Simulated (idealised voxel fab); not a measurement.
Process module name: voxel self aligned contacts
The figure presents cross-section cut, which has a width of 270 nm and is divided into square cells with an edge length of 5 nm.
A cross-section is a grid of square cells, given in bands from the top down. A band is one or more rows of cells. First you get the band's top height and its bottom height, in nm, and then the materials it's made of, left to right, with each width in nm. If you see a single material with "full width", that one covers the band edge to edge. "empty" is empty space. Note: height 0 marks the level under which the wafer is uniformly one material as received. Lowest band unbounded below, written "top 0, no bottom". Note: "30..40" means the width goes from the first number (top row of the band) to the second number (bottom row) in equal steps per row of cells. Where the words "remains unaltered" appear for a step, the cross-section shows no cell changed by that step; every cell remained as before. Empty spaces without an open route to the top, at least 8 cells in extent, make up the entry "Closed voids list"; each is given as width x height at distance, where the distance is measured from the left edge, and all are in nm. On each step's line, the part that comes after the settings is the simulator's own comment on the step. The "overlay nm" setting may appear on a step's line; for a step that uses a mask, it gives how far to the right of its planned position the mask lay, and a negative value indicates the left.
## Intended process steps
1) RECEIVE (material Si)
2) OXIDIZE (depth nm 5)
3) DIRECTIONAL_DEP (material polySi; thk nm 30)
4) DIRECTIONAL_DEP (material SiN; thk nm 20)
5) DIRECTIONAL_DEP (material aC; thk nm 10)
6) PATTERN (tone cover; mask id GATE; material resist; width nm 30; pitch nm 75; thk nm 30; overlay nm 0)
7) DIRECTIONAL_ETCH (etch materials aC; depth nm 10)
8) STRIP (etch materials resist)
9) DIRECTIONAL_ETCH (etch materials SiN; depth nm 20)
10) DIRECTIONAL_ETCH (etch materials polySi; depth nm 30)
11) STRIP (etch materials aC)
12) CONFORMAL_DEP (material SiN; thk nm 10)
13) DIRECTIONAL_ETCH (etch materials SiN; depth nm 10)
14) FILL_DEP (material SiO2; thk nm 20)
15) CMP (height nm 60)
16) DIRECTIONAL_DEP (material aC; thk nm 10)
17) PATTERN (tone open; mask id CONTACT; material resist; width nm 55; thk nm 30; overlay nm 0)
18) DIRECTIONAL_ETCH (etch materials aC; depth nm 10)
19) STRIP (etch materials resist)
20) DIRECTIONAL_ETCH (etch materials SiO2; depth nm 65)
21) STRIP (etch materials aC)
22) CONFORMAL_DEP (material TiN; thk nm 5)
23) FILL_DEP (material Ru; thk nm 5)
24) CMP (height nm 60)
25) CONFORMAL_DEP (material SiN; thk nm 5)
## Received-state cross-section, reflecting completion of step 1
    top 0, no bottom  Si full width
    Closed voids list: none
## Cross-section, end of module. Start: as above. Plan: as above. Execution: one mistake
    top 65, bottom 60  SiN full width
    top 60, bottom 50  SiO2 105, then TiN 5..20, then Ru 50..15, then TiN 5..25, then SiO2 105
    top 50, bottom 30  SiO2 70, then SiN 50, then TiN 5, then Ru 15, then TiN 5, then SiN 50, then SiO2 75
    top 30, bottom 0  SiO2 70, then SiN 10, then polySi 30, then SiN 10, then TiN 5, then Ru 15, then TiN 5, then SiN 10, then polySi 30, then SiN 10, then SiO2 75
    top 0, bottom -5  SiO2 120, then TiN 25, then SiO2 125
    top -5, no bottom  Si full width
    Closed voids list: none
What broke from the plan during processing? step 17 ran with different settings than intended, the actual operation and settings being PATTERN (tone open; mask id CONTACT; material resist; width nm 60; thk nm 30; overlay nm 0)
